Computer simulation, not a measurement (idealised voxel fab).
Process module in this document: voxel released beams
Cross-section cut spans 210 nm and uses square cells 5 nm in size.
In what follows, cross-sections appear as grids of square cells, described through bands that run from the top down, where every band is one or more rows of cells.
For a band, the entry starts with two heights in nm, that of the top and then that of the bottom, and carries on with the band's materials in order from left to right, each alongside its width in nm; the word "edge to edge" beside a single material means it fills the band edge to edge, and "empty" means empty space.
Basically, 0 is our baseline, since under it the wafer straight out of the box is all one material. The bottom band has no lower end and keeps on going down, so it looks like "0 and below".
Top row gets the first number, bottom row gets the second, and each row in between changes by the same step: that is how a band width like "30->40" works.
No cell of the cross-section changed in a step that is given as "stayed the same".
Basically, "Unvented voids" tells you about the enclosed voids: empty spaces with no open way to the top, 8 cells or bigger, each written width x height at distance, where distance is from the left edge, all in nm.
The remark found on a step's line after its settings is issued by the simulator itself and pertains to that step.
overlay nm: on a step with a mask, how far right of its planned place the mask lay; negative means left.
[The process steps that were planned are listed below]
1,RECEIVE,material Si
2,CONFORMAL_DEP,material SiN,thk nm 5
3,DIRECTIONAL_DEP,material SiO2,thk nm 10
4,DIRECTIONAL_DEP,material aC,thk nm 15
5,PATTERN,tone open,mask id ANCHOR,material resist,width nm 35,thk nm 35,overlay nm 0
6,DIRECTIONAL_ETCH,etch materials aC,depth nm 15
7,STRIP,etch materials resist
8,DIRECTIONAL_ETCH,etch materials SiO2,depth nm 10
9,STRIP,etch materials aC
10,CONFORMAL_DEP,material W,thk nm 15
11,DIRECTIONAL_DEP,material aC,thk nm 15
12,PATTERN,tone cover,mask id BEAM,material resist,width nm 120,thk nm 30,overlay nm 0
13,DIRECTIONAL_ETCH,etch materials aC,depth nm 15
14,STRIP,etch materials resist
15,DIRECTIONAL_ETCH,etch materials W,depth nm 15
16,STRIP,etch materials aC
17,STRIP,etch materials SiO2
[First of the two wafers, run per plan]
[Incoming wafer in cross-section (state: after step 1)]
> 0 and below = Si edge to edge
> Unvented voids: none
[Cross-sectional representation of the wafer at the conclusion of step 2]
> 5 down to 0 = SiN edge to edge
> Below 0 it's all the same as before, nothing changed down there.
[Cross-sectional representation of the wafer at the conclusion of step 3]
> 15 down to 5 = SiO2 edge to edge
> Below 5 it's all the same as before, nothing changed down there.
[Cross-sectional representation of the wafer at the conclusion of step 4]
> 30 down to 15 = aC edge to edge
> Below 15 it's all the same as before, nothing changed down there.
[Cross-sectional representation of the wafer at the conclusion of step 5]
> 65 down to 30 = resist (45) / empty (35) / resist (130)
> Below 30 it's all the same as before, nothing changed down there.
[Cross-sectional representation of the wafer at the conclusion of step 6]
> 50 down to 30 = resist (45) / empty (35) / resist (130)
> 30 down to 15 = aC (45) / empty (35) / aC (130)
> Below 15 it's all the same as before, nothing changed down there.
[Cross-sectional representation of the wafer at the conclusion of step 7]
> 30 down to 15 = aC (45) / empty (35) / aC (130)
> Below 15 it's all the same as before, nothing changed down there.
[Cross-sectional representation of the wafer at the conclusion of step 8]
> 30 down to 15 = aC (45) / empty (35) / aC (130)
> 15 down to 5 = SiO2 (45) / empty (35) / SiO2 (130)
> Below 5 it's all the same as before, nothing changed down there.
[Cross-sectional representation of the wafer at the conclusion of step 9]
> 15 down to 5 = SiO2 (45) / empty (35) / SiO2 (130)
> Below 5 it's all the same as before, nothing changed down there.
[Cross-sectional representation of the wafer at the conclusion of step 10]
> 30 down to 20 = W (60) / empty (5) / W (145)
> 20 down to 15 = W edge to edge
> 15 down to 5 = SiO2 (45) / W (35) / SiO2 (130)
> Below 5 it's all the same as before, nothing changed down there.
[Cross-sectional representation of the wafer at the conclusion of step 11]
> 45 down to 35 = aC (60) / empty (5) / aC (145)
> 35 down to 30 = aC edge to edge
> 30 down to 20 = W (60) / aC (5) / W (145)
> Below 20 it's all the same as before, nothing changed down there.
[Cross-sectional representation of the wafer at the conclusion of step 12]
> 75 down to 45 = empty (40) / resist (120) / empty (50)
> 45 down to 35 = aC (60) / resist (5) / aC (145)
> Below 35 it's all the same as before, nothing changed down there.
[Cross-sectional representation of the wafer at the conclusion of step 13]
> 60 down to 45 = empty (40) / resist (120) / empty (50)
> 45 down to 35 = empty (40) / aC (20) / resist (5) / aC (95) / empty (50)
> 35 down to 30 = empty (40) / aC (120) / empty (50)
> Below 30 it's all the same as before, nothing changed down there.
[Cross-sectional representation of the wafer at the conclusion of step 14]
> 45 down to 35 = empty (40) / aC (20) / empty (5) / aC (95) / empty (50)
> Below 35 it's all the same as before, nothing changed down there.
[Cross-sectional representation of the wafer at the conclusion of step 15]
> 45 down to 35 = empty (40) / aC (20) / empty (5) / aC (95) / empty (50)
> 35 down to 30 = empty (40) / aC (120) / empty (50)
> 30 down to 20 = empty (40) / W (20) / aC (5) / W (95) / empty (50)
> 20 down to 15 = empty (40) / W (120) / empty (50)
> Below 15 it's all the same as before, nothing changed down there.
[Cross-sectional representation of the wafer at the conclusion of step 16]
> 30 down to 20 = empty (40) / W (20) / empty (5) / W (95) / empty (50)
> Below 20 it's all the same as before, nothing changed down there.
[Cross-sectional representation of the wafer at the conclusion of step 17]
> 30 down to 20 = empty (40) / W (20) / empty (5) / W (95) / empty (50)
> 20 down to 15 = empty (40) / W (120) / empty (50)
> 15 down to 5 = empty (45) / W (35) / empty (130)
> Below 5 it's all the same as before, nothing changed down there.
[Companion wafer, the second of two: same beginning, same intended sequence, one mistake in carrying it out; through step 1 inclusive it tracks the first exactly]
Second wafer, cross-section, planned end of step 2: stayed the same
[Second wafer, cross-section, planned end of step 3]
> 10 down to 0 = SiO2 edge to edge
> Below 0 it's all the same as before, nothing changed down there.
[Second wafer, cross-section, planned end of step 4]
> 25 down to 10 = aC edge to edge
> Below 10 it's all the same as before, nothing changed down there.
[Second wafer, cross-section, planned end of step 5]
> 60 down to 25 = resist (45) / empty (35) / resist (130)
> Below 25 it's all the same as before, nothing changed down there.
[Second wafer, cross-section, planned end of step 6]
> 45 down to 25 = resist (45) / empty (35) / resist (130)
> 25 down to 10 = aC (45) / empty (35) / aC (130)
> Below 10 it's all the same as before, nothing changed down there.
[Second wafer, cross-section, planned end of step 7]
> 25 down to 10 = aC (45) / empty (35) / aC (130)
> Below 10 it's all the same as before, nothing changed down there.
[Second wafer, cross-section, planned end of step 8]
> 25 down to 10 = aC (45) / empty (35) / aC (130)
> 10 down to 0 = SiO2 (45) / empty (35) / SiO2 (130)
> Below 0 it's all the same as before, nothing changed down there.
[Second wafer, cross-section, planned end of step 9]
> 10 down to 0 = SiO2 (45) / empty (35) / SiO2 (130)
> Below 0 it's all the same as before, nothing changed down there.
[Second wafer, cross-section, planned end of step 10]
> 25 down to 15 = W (60) / empty (5) / W (145)
> 15 down to 10 = W edge to edge
> 10 down to 0 = SiO2 (45) / W (35) / SiO2 (130)
> Below 0 it's all the same as before, nothing changed down there.
[Second wafer, cross-section, planned end of step 11]
> 40 down to 30 = aC (60) / empty (5) / aC (145)
> 30 down to 25 = aC edge to edge
> 25 down to 15 = W (60) / aC (5) / W (145)
> Below 15 it's all the same as before, nothing changed down there.
[Second wafer, cross-section, planned end of step 12]
> 70 down to 40 = empty (40) / resist (120) / empty (50)
> 40 down to 30 = aC (60) / resist (5) / aC (145)
> Below 30 it's all the same as before, nothing changed down there.
[Second wafer, cross-section, planned end of step 13]
> 55 down to 40 = empty (40) / resist (120) / empty (50)
> 40 down to 30 = empty (40) / aC (20) / resist (5) / aC (95) / empty (50)
> 30 down to 25 = empty (40) / aC (120) / empty (50)
> Below 25 it's all the same as before, nothing changed down there.
[Second wafer, cross-section, planned end of step 14]
> 40 down to 30 = empty (40) / aC (20) / empty (5) / aC (95) / empty (50)
> Below 30 it's all the same as before, nothing changed down there.
[Second wafer, cross-section, planned end of step 15]
> 40 down to 30 = empty (40) / aC (20) / empty (5) / aC (95) / empty (50)
> 30 down to 25 = empty (40) / aC (120) / empty (50)
> 25 down to 15 = empty (40) / W (20) / aC (5) / W (95) / empty (50)
> 15 down to 10 = empty (40) / W (120) / empty (50)
> Below 10 it's all the same as before, nothing changed down there.
[Second wafer, cross-section, planned end of step 16]
> 25 down to 15 = empty (40) / W (20) / empty (5) / W (95) / empty (50)
> Below 15 it's all the same as before, nothing changed down there.
[Second wafer, cross-section, planned end of step 17]
> 25 down to 15 = empty (40) / W (20) / empty (5) / W (95) / empty (50)
> 15 down to 10 = empty (40) / W (120) / empty (50)
> 10 down to 0 = empty (45) / W (35) / empty (130)
> Below 0 it's all the same as before, nothing changed down there.
What broke from the plan during processing? not run: step 2 of the plan (skipped)
Once processing is complete, comparing cell counts shows that the second wafer has more or fewer of certain materials than the first: 42 fewer of SiN
